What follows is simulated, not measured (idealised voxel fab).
process module | voxel self aligned vias
cross-section cut | 250 nm wide | cells 5 nm
A cross-section is a grid of square cells, given in bands from the top down. A band is one or more rows of cells.
Each band's line starts with the height of the band's top and of its bottom, in nm. Then come its materials from left to right, each with its width in nm. One material with "throughout" fills the band from edge to edge. "air" is empty space.
Height 0 is the level under which the wafer as received is all one material. The lowest band goes on downwards, as in "0 down".
A width such as "30 to 40" changes by the same amount from each row of cells to the next, from the band's top row to its bottom row.
"no change" after a step means that no cell of the cross-section changed.
closed voids: empty space of 8 cells or more with no open way to the top, each as width x height at its distance from the left edge, in nm
after a step's settings: what the simulator itself notes on the step
overlay nm, on a step with a mask: how far to the right of its planned place the mask lay; to the left if negative
plan
1 op RECEIVE | material Si
2 op CONFORMAL_DEP | material SiO2 | thk nm 15
3 op CONFORMAL_DEP | material SiCN | thk nm 5
4 op DIRECTIONAL_DEP | material SiO2 | thk nm 25
5 op MASKED_ETCH | tone open | mask id LINES | width nm 25 | pitch nm 65 | etch materials SiO2 | depth nm 25 | overlay nm 0
6 op CONFORMAL_DEP | material TiN | thk nm 5
7 op FILL_DEP | material W | thk nm 5
8 op CMP | height nm 45
9 op SELECTIVE_ETCH | etch materials W Ru TiN | depth nm 10
10 op FILL_DEP | material SiN | thk nm 10
11 op CMP | height nm 45
12 op DIRECTIONAL_DEP | material SiO2 | thk nm 20
13 op MASKED_ETCH | tone open | mask id VIAS | width nm 35 | pitch nm 65 | etch materials SiO2 | depth nm 20 | overlay nm 0
14 op MASKED_ETCH | tone open | mask id VIAS | width nm 35 | pitch nm 65 | etch materials SiN | depth nm 10 | overlay nm -15
15 op CONFORMAL_DEP | material TiN | thk nm 5
16 op FILL_DEP | material W | thk nm 10
17 op CMP | height nm 65
18 op CONFORMAL_DEP | material SiN | thk nm 5
varied across the wafers: overlay nm of step 14. The plan shows the first wafer's value. All wafers start alike
first wafer as received, after step 1
  0 down: Si throughout
  closed voids: none
first wafer at the end, after step 18
  70 to 65: SiN throughout
  65 to 50: SiO2 75 | TiN 5 | W 25 | TiN 5 | SiO2 30 | TiN 5 | W 25 | TiN 5 | SiO2 75
  50 to 45: SiO2 75 | TiN 10 | W 5 | TiN 20 | SiO2 30 | TiN 10 | W 5 | TiN 20 | SiO2 75
  45 to 40: SiO2 80 | TiN 5 | W 5 | TiN 5 | SiN 10 | SiO2 40 | TiN 5 | W 5 | TiN 5 | SiN 10 | SiO2 80
  40 to 35: SiO2 80 | TiN 15 | SiN 10 | SiO2 40 | TiN 15 | SiN 10 | SiO2 80
  35 to 25: SiO2 80 | TiN 5 | W 15 | TiN 5 | SiO2 40 | TiN 5 | W 15 | TiN 5 | SiO2 80
  25 to 20: SiO2 80 | TiN 25 | SiO2 40 | TiN 25 | SiO2 80
  20 to 15: SiCN throughout
  15 to 0: SiO2 throughout
  0 down: Si throughout
  closed voids: none
last wafer at the end
  70 to 65: SiN throughout
  65 to 50: SiO2 75 | TiN 5 | W 25 | TiN 5 | SiO2 30 | TiN 5 | W 25 | TiN 5 | SiO2 75
  50 to 45: SiO2 75 | TiN 20 | W 5 | TiN 10 | SiO2 30 | TiN 20 | W 5 | TiN 10 | SiO2 75
  45 to 40: SiO2 80 | SiN 10 | TiN 5 | W 5 | TiN 5 | SiO2 40 | SiN 10 | TiN 5 | W 5 | TiN 5 | SiO2 80
  40 to 35: SiO2 80 | SiN 10 | TiN 15 | SiO2 40 | SiN 10 | TiN 15 | SiO2 80
  35 to 25: SiO2 80 | TiN 5 | W 15 | TiN 5 | SiO2 40 | TiN 5 | W 15 | TiN 5 | SiO2 80
  25 to 20: SiO2 80 | TiN 25 | SiO2 40 | TiN 25 | SiO2 80
  20 to 15: SiCN throughout
  15 to 0: SiO2 throughout
  0 down: Si throughout
  closed voids: none
each wafer at the end: cells of each material gained (+) or lost (-) since it was received, then its closed voids
overlay nm -15 | +50 SiCN | +58 SiN | +494 SiO2 | +52 TiN | +46 W | closed voids: none
overlay nm -10 | +50 SiCN | +54 SiN | +494 SiO2 | +52 TiN | +50 W | closed voids: none
overlay nm -5 | +50 SiCN | +50 SiN | +494 SiO2 | +52 TiN | +54 W | closed voids: none
overlay nm 0 | +50 SiCN | +50 SiN | +494 SiO2 | +52 TiN | +54 W | closed voids: none
overlay nm 5 | +50 SiCN | +50 SiN | +494 SiO2 | +52 TiN | +54 W | closed voids: none
overlay nm 10 | +50 SiCN | +54 SiN | +494 SiO2 | +52 TiN | +50 W | closed voids: none
overlay nm 15 | +50 SiCN | +58 SiN | +494 SiO2 | +52 TiN | +46 W | closed voids: none
